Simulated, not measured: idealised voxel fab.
Process module, titled voxel gate over fins
The width of the displayed cross-section, cut, is 255 nm; its cells are square, with a size of 5 nm.
Cross-section, as written here: a square-cell grid given band by band from the top down, where a band holds one or more rows of cells.
Heads up on the band format: heights come first, top then bottom, in nm. After that it's the materials left to right, each with its width in nm. A single material flagged "full width" fills the whole band edge to edge, and "blank" means there's empty space there.
Below 0: as-received wafer, all one material; heights counted from there. Lowest band: no bottom, goes on down, written "0 nm and below".
A width such as "30->40" changes by the same amount from each row of cells to the next, from the band's top row to its bottom row.
The cross-section has no changed cell in any step marked "remained unchanged".
Closed-off voids of 8+ cells (no open route to the top) go in "Enclosed empty spaces", written width x height at distance from the left edge, in nm.
Whatever follows a step's settings on its line is a remark the simulator itself makes about that step.
When a step includes a mask, the "overlay nm" setting on its line states how far to the right of its planned place that mask lay, and negative values state how far to the left.

**Process steps foreseen in the plan**
| 1 | RECEIVE | material Si |
| 2 | CONFORMAL_DEP | material SiN | thk nm 5 |
| 3 | DIRECTIONAL_DEP | material aC | thk nm 15 |
| 4 | PATTERN | tone cover | mask id FINS | material resist | width nm 15 | pitch nm 45 | thk nm 35 | overlay nm 0 |
| 5 | DIRECTIONAL_ETCH | etch materials aC | depth nm 15 |
| 6 | STRIP | etch materials resist |
| 7 | DIRECTIONAL_ETCH | etch materials SiN | depth nm 5 |
| 8 | DIRECTIONAL_ETCH | etch materials Si | depth nm 40 |
| 9 | STRIP | etch materials aC |
| 10 | FILL_DEP | material SiO2 | thk nm 10 |
| 11 | CMP | height nm 5 |
| 12 | SELECTIVE_ETCH | etch materials SiO2 | depth nm 15 |
| 13 | STRIP | etch materials SiN |
| 14 | CONFORMAL_DEP | material HfO2 | thk nm 5 |
| 15 | CONFORMAL_DEP | material TiN | thk nm 5 |
| 16 | CONFORMAL_DEP | material TiAl | thk nm 5 |
| 17 | CONFORMAL_DEP | material TiN | thk nm 5 |
| 18 | FILL_DEP | material W | thk nm 10 |
| 19 | CMP | height nm 25 |
| 20 | CONFORMAL_DEP | material SiCN | thk nm 10 |

**Cross-section, incoming material, after step 1**
* 0 nm and below | Si full width
* Enclosed empty spaces: none

**Cross-sectional view of the first of the two wafers upon completion of the module, processed in accordance with the plan**
* 35 nm to 25 nm | SiCN full width
* 25 nm to 20 nm | W full width
* 20 nm to 15 nm | W 75, then TiN 100, then W 80
* 15 nm to 10 nm | W 75, then TiN 5, then TiAl 90, then TiN 5, then W 80
* 10 nm to 5 nm | TiN 80, then TiAl 5, then TiN 35, then TiAl 10, then TiN 35, then TiAl 5, then TiN 85
* 5 nm to 0 nm | TiAl 85, then TiN 5, then HfO2 25, then TiN 5, then TiAl 10, then TiN 5, then HfO2 25, then TiN 5, then TiAl 90
* 0 nm to -5 nm | TiN 90, then HfO2 5, then Si 15, then HfO2 5, then TiN 20, then HfO2 5, then Si 15, then HfO2 5, then TiN 95
* -5 nm to -10 nm | HfO2 95, then Si 15, then HfO2 30, then Si 15, then HfO2 100
* -10 nm to -40 nm | SiO2 95, then Si 15, then SiO2 30, then Si 15, then SiO2 100
* -40 nm and below | Si full width
* Enclosed empty spaces: none

**Wafer two (of two), end-of-module cross-section: start = wafer one, plan = wafer one, one run mistake**
* 35 nm to 25 nm | SiCN full width
* 25 nm to 15 nm | W full width
* 15 nm to 5 nm | W 80, then TiN 90, then W 85
* 5 nm to 0 nm | TiN 90, then HfO2 25, then TiN 20, then HfO2 25, then TiN 95
* 0 nm to -5 nm | TiN 90, then HfO2 5, then Si 15, then HfO2 5, then TiN 20, then HfO2 5, then Si 15, then HfO2 5, then TiN 95
* -5 nm to -10 nm | HfO2 95, then Si 15, then HfO2 30, then Si 15, then HfO2 100
* -10 nm to -40 nm | SiO2 95, then Si 15, then SiO2 30, then Si 15, then SiO2 100
* -40 nm and below | Si full width
* Enclosed empty spaces: none
Where did the run depart from the plan? execution of step 16 of the plan did not take place, the step having been omitted
Final difference in cells, second wafer against first, listed per material as more or fewer: -59 TiAl | +4 TiN | +55 W
